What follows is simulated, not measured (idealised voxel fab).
process module | voxel ribs on slabs
cross-section cut | 145 nm wide | cells 5 nm
A cross-section is a grid of square cells, given in bands from the top down. A band is one or more rows of cells.
Each band's line starts with the height of the band's top and of its bottom, in nm. Then come its materials from left to right, each with its width in nm. One material with "throughout" fills the band from edge to edge. "air" is empty space.
Height 0 is the level under which the wafer as received is all one material. The lowest band goes on downwards, as in "0 down".
A width such as "30 to 40" changes by the same amount from each row of cells to the next, from the band's top row to its bottom row.
"no change" after a step means that no cell of the cross-section changed.
closed voids: empty space of 8 cells or more with no open way to the top, each as width x height at its distance from the left edge, in nm
after a step's settings: what the simulator itself notes on the step
overlay nm, on a step with a mask: how far to the right of its planned place the mask lay; to the left if negative
plan
1 op RECEIVE | material Si
2 op DIRECTIONAL_DEP | material SiO2 | thk nm 25
3 op DIRECTIONAL_DEP | material polySi | thk nm 20
4 op DIRECTIONAL_DEP | material aC | thk nm 10
5 op PATTERN | tone cover | mask id RIB | material resist | width nm 20 | thk nm 25 | overlay nm 0
6 op DIRECTIONAL_ETCH | etch materials aC | depth nm 10
7 op STRIP | etch materials resist
8 op DIRECTIONAL_ETCH | etch materials polySi | depth nm 15
9 op STRIP | etch materials aC
10 op DIRECTIONAL_DEP | material aC | thk nm 15
11 op PATTERN | tone cover | mask id SLAB | material resist | width nm 60 | thk nm 30 | overlay nm 0
12 op DIRECTIONAL_ETCH | etch materials aC | depth nm 15
13 op STRIP | etch materials resist
14 op DIRECTIONAL_ETCH | etch materials polySi | depth nm 5
15 op STRIP | etch materials aC
16 op FILL_DEP | material SiO2 | thk nm 20
17 op CMP | height nm 55
18 op DIRECTIONAL_DEP | material TiN | thk nm 10
19 op PATTERN | tone cover | mask id HEATER | material resist | width nm 30 | thk nm 20 | overlay nm 0
20 op DIRECTIONAL_ETCH | etch materials TiN | depth nm 10
21 op STRIP | etch materials resist
22 op CONFORMAL_DEP | material SiO2 | thk nm 10
first wafer, as planned
as received, after step 1
  0 down: Si throughout
  closed voids: none
after step 2
  25 to 0: SiO2 throughout
  below 0: unchanged
after step 3
  45 to 25: polySi throughout
  below 25: unchanged
after step 4
  55 to 45: aC throughout
  below 45: unchanged
after step 5
  80 to 55: air 60 | resist 20 | air 65
  below 55: unchanged
after step 6
  70 to 55: air 60 | resist 20 | air 65
  55 to 45: air 60 | aC 20 | air 65
  below 45: unchanged
after step 7
  55 to 45: air 60 | aC 20 | air 65
  below 45: unchanged
after step 8
  55 to 45: air 60 | aC 20 | air 65
  45 to 30: air 60 | polySi 20 | air 65
  below 30: unchanged
after step 9
  45 to 30: air 60 | polySi 20 | air 65
  below 30: unchanged
after step 10
  60 to 45: air 60 | aC 20 | air 65
  45 to 30: aC 60 | polySi 20 | aC 65
  below 30: unchanged
after step 11
  90 to 60: air 40 | resist 60 | air 45
  60 to 45: air 40 | resist 20 | aC 20 | resist 20 | air 45
  below 45: unchanged
after step 12
  75 to 60: air 40 | resist 60 | air 45
  60 to 45: air 40 | resist 20 | aC 20 | resist 20 | air 45
  45 to 30: air 40 | aC 20 | polySi 20 | aC 20 | air 45
  below 30: unchanged
after step 13
  60 to 45: air 60 | aC 20 | air 65
  below 45: unchanged
after step 14
  60 to 45: air 60 | aC 20 | air 65
  45 to 30: air 40 | aC 20 | polySi 20 | aC 20 | air 45
  30 to 25: air 40 | polySi 60 | air 45
  below 25: unchanged
after step 15
  45 to 30: air 60 | polySi 20 | air 65
  below 30: unchanged
after step 16
  65 to 45: SiO2 throughout
  45 to 30: SiO2 60 | polySi 20 | SiO2 65
  30 to 25: SiO2 40 | polySi 60 | SiO2 45
  below 25: unchanged
after step 17
  55 to 45: SiO2 throughout
  below 45: unchanged
after step 18
  65 to 55: TiN throughout
  below 55: unchanged
after step 19
  85 to 65: air 55 | resist 30 | air 60
  below 65: unchanged
after step 20
  85 to 65: air 55 | resist 30 | air 60
  65 to 55: air 55 | TiN 30 | air 60
  below 55: unchanged
after step 21
  65 to 55: air 55 | TiN 30 | air 60
  below 55: unchanged
after step 22
  75 to 65: air 45 | SiO2 50 | air 50
  65 to 55: SiO2 55 | TiN 30 | SiO2 60
  below 55: unchanged
second wafer: like start, like plan, one mistake. Through step 4 it matches the first wafer
when step 5 should have ended
  80 to 55: air 60 | resist 25 | air 60
  below 55: unchanged
when step 6 should have ended
  70 to 55: air 60 | resist 25 | air 60
  55 to 45: air 60 | aC 25 | air 60
  below 45: unchanged
when step 7 should have ended
  55 to 45: air 60 | aC 25 | air 60
  below 45: unchanged
when step 8 should have ended
  55 to 45: air 60 | aC 25 | air 60
  45 to 30: air 60 | polySi 25 | air 60
  below 30: unchanged
when step 9 should have ended
  45 to 30: air 60 | polySi 25 | air 60
  below 30: unchanged
when step 10 should have ended
  60 to 45: air 60 | aC 25 | air 60
  45 to 30: aC 60 | polySi 25 | aC 60
  below 30: unchanged
when step 11 should have ended
  90 to 60: air 40 | resist 60 | air 45
  60 to 45: air 40 | resist 20 | aC 25 | resist 15 | air 45
  below 45: unchanged
when step 12 should have ended
  75 to 60: air 40 | resist 60 | air 45
  60 to 45: air 40 | resist 20 | aC 25 | resist 15 | air 45
  45 to 30: air 40 | aC 20 | polySi 25 | aC 15 | air 45
  below 30: unchanged
when step 13 should have ended
  60 to 45: air 60 | aC 25 | air 60
  below 45: unchanged
when step 14 should have ended
  60 to 45: air 60 | aC 25 | air 60
  45 to 30: air 40 | aC 20 | polySi 25 | aC 15 | air 45
  30 to 25: air 40 | polySi 60 | air 45
  below 25: unchanged
when step 15 should have ended
  45 to 30: air 60 | polySi 25 | air 60
  below 30: unchanged
when step 16 should have ended
  65 to 45: SiO2 throughout
  45 to 30: SiO2 60 | polySi 25 | SiO2 60
  30 to 25: SiO2 40 | polySi 60 | SiO2 45
  below 25: unchanged
when step 17 should have ended
  55 to 45: SiO2 throughout
  below 45: unchanged
when step 18 should have ended
  65 to 55: TiN throughout
  below 55: unchanged
when step 19 should have ended
  85 to 65: air 55 | resist 30 | air 60
  below 65: unchanged
when step 20 should have ended
  85 to 65: air 55 | resist 30 | air 60
  65 to 55: air 55 | TiN 30 | air 60
  below 55: unchanged
when step 21 should have ended
  65 to 55: air 55 | TiN 30 | air 60
  below 55: unchanged
when step 22 should have ended
  75 to 65: air 45 | SiO2 50 | air 50
  65 to 55: SiO2 55 | TiN 30 | SiO2 60
  below 55: unchanged
what went wrong: step 5 ran as: op PATTERN | tone cover | mask id RIB | material resist | width nm 25 | thk nm 25 | overlay nm 0
at the end the second wafer has, in cells: 3 fewer of SiO2 | 3 more of polySi
